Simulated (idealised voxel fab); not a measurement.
Name of the process module below: voxel tone inversion
Section shown: cut. Width: 175 nm. Cell size: 5 nm, square.
How to read a cross-section here: the picture is a grid of square cells, written as bands going from the top down, and any band can span one or more rows of cells.
Look at the band entry: it leads with the top's height and the bottom's height in nm. Then it lists the materials left to right, with a width in nm for each. The word "edge to edge" on a single material says that material fills the band edge to edge. The word "empty" is empty space.
We count height from 0. Below that, the starting wafer is all one material. The lowest band never ends at the bottom but goes on down; see "top 0, no bottom" for how that is written.
Per-row width for "30->40": begins at first number (top row of band), ends at second number (bottom row), increment between rows held constant.
A step reported as "changes: none" is a step in which no cell of the cross-section changed.
The entry titled "Closed-off voids" provides the empty spaces that have no open way to the top, restricted to those of 8 cells or more. Each is presented as width x height at distance, the distance being measured from the left edge, with all three in nm.
It should be noted that, on the line of a given step, the content following the step's settings is a remark produced by the simulator itself with respect to that step.
The line of a step may include "overlay nm". On a step with a mask, this value is how far to the right of its planned place the mask lay. A negative value means the mask lay to the left.
## Process steps foreseen in the plan
1. op RECEIVE | material Si
2. op CONFORMAL_DEP | material SiCN | thk nm 10
3. op DIRECTIONAL_DEP | material polySi | thk nm 25
4. op PATTERN | tone cover | mask id POSTS | material resist | width nm 25 | pitch nm 45 | thk nm 30 | overlay nm 0
5. op DIRECTIONAL_ETCH | etch materials polySi | depth nm 25
6. op STRIP | etch materials resist
7. op FILL_DEP | material lowk | thk nm 5
8. op CMP | height nm 35
9. op STRIP | etch materials polySi
## Wafer as received: cross-section following step 1
> top 0, no bottom: Si edge to edge
> Closed-off voids: none
## Wafer cross-section at module end: first of two, run to plan
> top 35, bottom 10: lowk 30 / empty 25 / lowk 20 / empty 25 / lowk 20 / empty 25 / lowk 30
> top 10, bottom 0: SiCN edge to edge
> top 0, no bottom: Si edge to edge
> Closed-off voids: none
## This is the second of the two wafers, cross-sectioned at the end of the module; it started exactly like the first and was given the same plan, but it was run with one mistake
> top 35, bottom 10: lowk 20 / empty 25 / lowk 20 / empty 25 / lowk 20 / empty 25 / lowk 40
> top 10, bottom 0: SiCN edge to edge
> top 0, no bottom: Si edge to edge
> Closed-off voids: none
Short version of what went wrong: step 4 ran with different settings than intended, the actual operation and settings being op PATTERN | tone cover | mask id POSTS | material resist | width nm 25 | pitch nm 45 | thk nm 30 | overlay nm -10
Comparing end states, the material composition by cell count is preserved from the first wafer to the second, while the locations of the cells are not.
